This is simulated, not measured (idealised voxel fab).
Process module heading - voxel air gaps
Cross-section cut: width 245 nm, square cells of 5 nm.
Cross-section spec: square-cell grid; bands listed top down; each band is one or more rows.
The band entry comprises the height of the band's top followed by the height of its bottom, expressed in nm, and subsequently the band's materials from left to right, each stated together with its width in nm. Where a single material is marked with the word "everywhere", that material fills the band from edge to edge. The word "empty" represents empty space.
Heights are measured from 0, the level below which the as-received wafer is all one material; the lowest band has no bottom and continues downward, written as in "0..down".
Think of "30->40" as a width that walks from the first number to the second as you go down the band, top row to bottom row, taking equal-sized steps from row to row.
Reading "everything unchanged" for a step: not a cell of the cross-section changed in it.
Reported under the label "Closed-off voids" are the empty spaces having no open way to the top and comprising 8 cells or more; the notation for each is width x height at distance, in which the distance is measured from the left edge and all three values are in nm.
Note: text after step settings on the step line = simulator remark on that step.
A step's line can hold "overlay nm"; with a mask on that step, the setting says how far right of the planned place the mask lay, while a negative setting says it lay to the left.

-- Process steps (planned)
1) RECEIVE | material Si
2) CONFORMAL_DEP | material SiO2 | thk nm 10
3) CONFORMAL_DEP | material SiN | thk nm 5
4) DIRECTIONAL_DEP | material lowk | thk nm 40
5) DIRECTIONAL_DEP | material aC | thk nm 10
6) PATTERN | tone open | mask id LINES | material resist | width nm 25 | pitch nm 50 | thk nm 30 | overlay nm 0
7) DIRECTIONAL_ETCH | etch materials aC | depth nm 10
8) STRIP | etch materials resist
9) DIRECTIONAL_ETCH | etch materials lowk | depth nm 40
10) STRIP | etch materials aC
11) CONFORMAL_DEP | material TiN | thk nm 5
12) FILL_DEP | material Ru | thk nm 5
13) CMP | height nm 55
14) EPI | material Ru | thk nm 10
15) SELECTIVE_ETCH | etch materials lowk | depth nm 50
16) CONFORMAL_DEP | material SiN | thk nm 5

-- Delivered wafer in cross-section: state after step 1
    0..down = Si everywhere
    Closed-off voids: none

-- Module complete - cross-section of the first of two wafers, run according to plan
    70..65 = 45 of empty  155 of SiN  45 of empty
    65..55 = 45 of empty  5 of SiN  45 of Ru  5 of SiN  45 of Ru  5 of SiN  45 of Ru  5 of SiN  45 of empty
    55..50 = 45 of empty  15 of SiN  5 of TiN  15 of Ru  5 of TiN  25 of SiN  5 of TiN  15 of Ru  5 of TiN  25 of SiN  5 of TiN  15 of Ru  5 of TiN  15 of SiN  45 of empty
    50..20 = 55 of empty  5 of SiN  5 of TiN  15 of Ru  5 of TiN  5 of SiN  15 of empty  5 of SiN  5 of TiN  15 of Ru  5 of TiN  5 of SiN  15 of empty  5 of SiN  5 of TiN  15 of Ru  5 of TiN  5 of SiN  55 of empty
    20..15 = 60 of SiN  25 of TiN  25 of SiN  25 of TiN  25 of SiN  25 of TiN  60 of SiN
    15..10 = SiN everywhere
    10..0 = SiO2 everywhere
    0..down = Si everywhere
    Closed-off voids: 15 x 30 at 90; 15 x 30 at 140

-- Wafer two cross-section, module end. Start and plan unchanged from wafer one; one mistake made during the run
    75..70 = SiN everywhere
    70..60 = Ru everywhere
    60..55 = 65 of TiN  15 of Ru  35 of TiN  15 of Ru  35 of TiN  15 of Ru  65 of TiN
    55..20 = 60 of lowk  5 of TiN  15 of Ru  5 of TiN  25 of lowk  5 of TiN  15 of Ru  5 of TiN  25 of lowk  5 of TiN  15 of Ru  5 of TiN  60 of lowk
    20..15 = 60 of lowk  25 of TiN  25 of lowk  25 of TiN  25 of lowk  25 of TiN  60 of lowk
    15..10 = SiN everywhere
    10..0 = SiO2 everywhere
    0..down = Si everywhere
    Closed-off voids: none
What broke from the plan during processing? in deviation from the planned setting, step 13 was conducted as CMP | height nm 60
Cell-count delta at end, second wafer over first, by material: 53 more of Ru, 76 fewer of SiN, 40 more of TiN, 272 more of lowk
At process end, closed voids number 2 in the first wafer and 0 in the second wafer.
